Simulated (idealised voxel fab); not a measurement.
process module | voxel self aligned vias
Square cell edge 5 nm, section width 190 nm, ID cut.
If you're reading a cross-section in this doc, picture square cells in a grid; it comes to you as bands, top ones listed first down to the bottom, and a band can be one or more rows of cells. Top height, bottom height, nm. Materials left to right, width each, nm. Single material + "edge to edge" = fills band edge to edge. "empty" = empty. Height reference: 0 = level under which incoming wafer is all one material. Lowest band: no bottom, runs on downward, e.g. "0 nm and below". Per-row width for "30 to 40": begins at first number (top row of band), ends at second number (bottom row), increment between rows held constant. "all unchanged", as given for a step, is the statement that not any cell of the cross-section underwent a change during that step. This entry, "Sealed-off cavities", enumerates those empty regions of no fewer than 8 cells that possess no open connection to the top. Each region is reported in the form width x height at distance, the distance being taken from the left edge, with all three quantities expressed in nm. On a step's line, text after the settings is the simulator commenting on that step. "overlay nm", when on a step's line for a step with a mask, measures how far to the right of its planned place the mask lay; a negative measure means to the left.

### Steps in the process plan
1 RECEIVE with material Si
2 CONFORMAL_DEP with material SiO2, thk nm 10
3 CONFORMAL_DEP with material SiCN, thk nm 5
4 DIRECTIONAL_DEP with material SiO2, thk nm 25
5 PATTERN with tone open, mask id LINES, material resist, width nm 20, pitch nm 80, thk nm 20, overlay nm 0
6 DIRECTIONAL_ETCH with etch materials SiO2, depth nm 25
7 STRIP with etch materials resist
8 CONFORMAL_DEP with material TiN, thk nm 5
9 FILL_DEP with material Ru, thk nm 10
10 CMP with height nm 40
11 SELECTIVE_ETCH with etch materials W Ru TiN, depth nm 10
12 FILL_DEP with material SiN, thk nm 10
13 CMP with height nm 40
14 DIRECTIONAL_DEP with material SiO2, thk nm 15
15 MASKED_ETCH with tone open, mask id VIAS, width nm 50, pitch nm 80, etch materials SiO2, depth nm 15, overlay nm 0
16 MASKED_ETCH with tone open, mask id VIAS, width nm 50, pitch nm 80, etch materials SiN, depth nm 10, overlay nm 0
17 CONFORMAL_DEP with material TiN, thk nm 5
18 FILL_DEP with material Cu, thk nm 10
19 CMP with height nm 55
20 CONFORMAL_DEP with material SiCN, thk nm 5
Don't read the plan's width nm for step 5 as applying to every wafer: that's the first wafer's value, and the wafers differ in it, though they all start identical.

### First of several wafers (as received, post step 1), cross-sectional view
> 0 nm and below: Si edge to edge
> Sealed-off cavities: none

### Rows = wafers. At module end, each row lists per material the cells gained (+) or lost (-) since the wafer was received, then the closed voids
width nm 20 | +40 Cu | +8 Ru | +76 SiCN | +280 SiO2 | +52 TiN | Sealed-off cavities: none
width nm 25 | +44 Cu | +12 Ru | +76 SiCN | +270 SiO2 | +54 TiN | Sealed-off cavities: none
width nm 30 | +48 Cu | +16 Ru | +76 SiCN | +260 SiO2 | +56 TiN | Sealed-off cavities: none
width nm 35 | +52 Cu | +20 Ru | +76 SiCN | +250 SiO2 | +58 TiN | Sealed-off cavities: none
width nm 40 | +56 Cu | +24 Ru | +76 SiCN | +240 SiO2 | +60 TiN | Sealed-off cavities: none
width nm 45 | +60 Cu | +28 Ru | +76 SiCN | +230 SiO2 | +62 TiN | Sealed-off cavities: none
